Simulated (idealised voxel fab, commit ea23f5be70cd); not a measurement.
voxel air gaps: a process module
Shown is cross-section cut, with a width of 165 nm and square cells of size 5 nm.
Square cells in a grid make up a cross-section in this document, and the grid is given as bands, listed from the top down, each one or more rows of cells. Heads up on the band format: heights come first, top then bottom, in nm. After that it's the materials left to right, each with its width in nm. A single material flagged "edge to edge" fills the whole band edge to edge, and "empty" means there's empty space there. All heights in this document are referenced to 0, defined as the level beneath which the wafer, as received, consists entirely of one material. The lowest band is not bounded below; it extends indefinitely downward and is written in the form "0 and below". It should be noted that a width expressed as "30..40" varies in equal increments from row to row of cells within the band, taking the value of the first number at the top row and that of the second number at the bottom row. "all unchanged" after a step means that no cell of the cross-section changed. "Cavities, sealed" specifies each empty space that is not open to the top and that occupies no fewer than 8 cells, using the form width x height at distance, the distance measured from the left edge and all three quantities in nm. Heads up: the bit after the settings on a step's line is the simulator's remark on that step. The setting "overlay nm" may be written on the line of a step. When the step uses a mask, the value reports how far to the right of the planned place the mask lay, and a negative value reports that it lay to the left.

Process steps foreseen in the plan
| 1 | RECEIVE | material Si |
| 2 | CONFORMAL_DEP | material SiO2 | thk nm 15 |
| 3 | CONFORMAL_DEP | material SiCN | thk nm 5 |
| 4 | DIRECTIONAL_DEP | material SiO2 | thk nm 35 |
| 5 | MASKED_ETCH | tone open | mask id LINES | width nm 20 | pitch nm 45 | etch materials SiO2 | depth nm 35 | overlay nm 0 |
| 6 | CONFORMAL_DEP | material TiN | thk nm 5 |
| 7 | FILL_DEP | material Cu | thk nm 5 |
| 8 | CMP | height nm 55 |
| 9 | EPI | material Ru | thk nm 10 |
| 10 | SELECTIVE_ETCH | etch materials SiO2 | depth nm 45 |
| 11 | CONFORMAL_DEP | material SiCN | thk nm 5 |

As-received wafer cross-section (after step 1)
	0 and below | Si edge to edge
	Cavities, sealed: none

First wafer of two, sectioned at end of module; run went per plan
	70 down to 65 | 10 empty  140 SiCN  15 empty
	65 down to 55 | 10 empty  5 SiCN  40 Ru  5 SiCN  40 Ru  5 SiCN  40 Ru  5 SiCN  15 empty
	55 down to 50 | 10 empty  15 SiCN  5 TiN  10 Cu  5 TiN  25 SiCN  5 TiN  10 Cu  5 TiN  25 SiCN  5 TiN  10 Cu  5 TiN  15 SiCN  15 empty
	50 down to 25 | 20 empty  5 SiCN  5 TiN  10 Cu  5 TiN  5 SiCN  15 empty  5 SiCN  5 TiN  10 Cu  5 TiN  5 SiCN  15 empty  5 SiCN  5 TiN  10 Cu  5 TiN  5 SiCN  25 empty
	25 down to 20 | 25 SiCN  20 TiN  25 SiCN  20 TiN  25 SiCN  20 TiN  30 SiCN
	20 down to 15 | SiCN edge to edge
	15 down to 0 | SiO2 edge to edge
	0 and below | Si edge to edge
	Cavities, sealed: 15 x 25 at 50; 15 x 25 at 95

Here is the second of the two wafers cut open at the end of the module - same start, same plan as the first one, but we made one mistake running it
	65 down to 60 | 15 empty  40 SiCN  5 empty  40 SiCN  5 empty  40 SiCN  20 empty
	60 down to 55 | 15 empty  5 SiCN  30 Ru  5 SiCN  5 empty  5 SiCN  30 Ru  5 SiCN  5 empty  5 SiCN  30 Ru  5 SiCN  20 empty
	55 down to 50 | 15 empty  10 SiCN  5 TiN  10 Cu  5 TiN  10 SiCN  5 empty  10 SiCN  5 TiN  10 Cu  5 TiN  10 SiCN  5 empty  10 SiCN  5 TiN  10 Cu  5 TiN  10 SiCN  20 empty
	50 down to 25 | 20 empty  5 SiCN  5 TiN  10 Cu  5 TiN  5 SiCN  15 empty  5 SiCN  5 TiN  10 Cu  5 TiN  5 SiCN  15 empty  5 SiCN  5 TiN  10 Cu  5 TiN  5 SiCN  25 empty
	25 down to 20 | 25 SiCN  20 TiN  25 SiCN  20 TiN  25 SiCN  20 TiN  30 SiCN
	20 down to 15 | SiCN edge to edge
	15 down to 0 | SiO2 edge to edge
	0 and below | Si edge to edge
	Cavities, sealed: none
Short version of what went wrong: rather than as planned, step 9 actually ran as EPI | material Ru | thk nm 5
In the final state, the cell counts of the second wafer exceed or fall short of those of the first for the following materials: 30 fewer of Ru | 10 fewer of SiCN
The final tally of closed voids stands at 2 on the first wafer and 0 on the second.
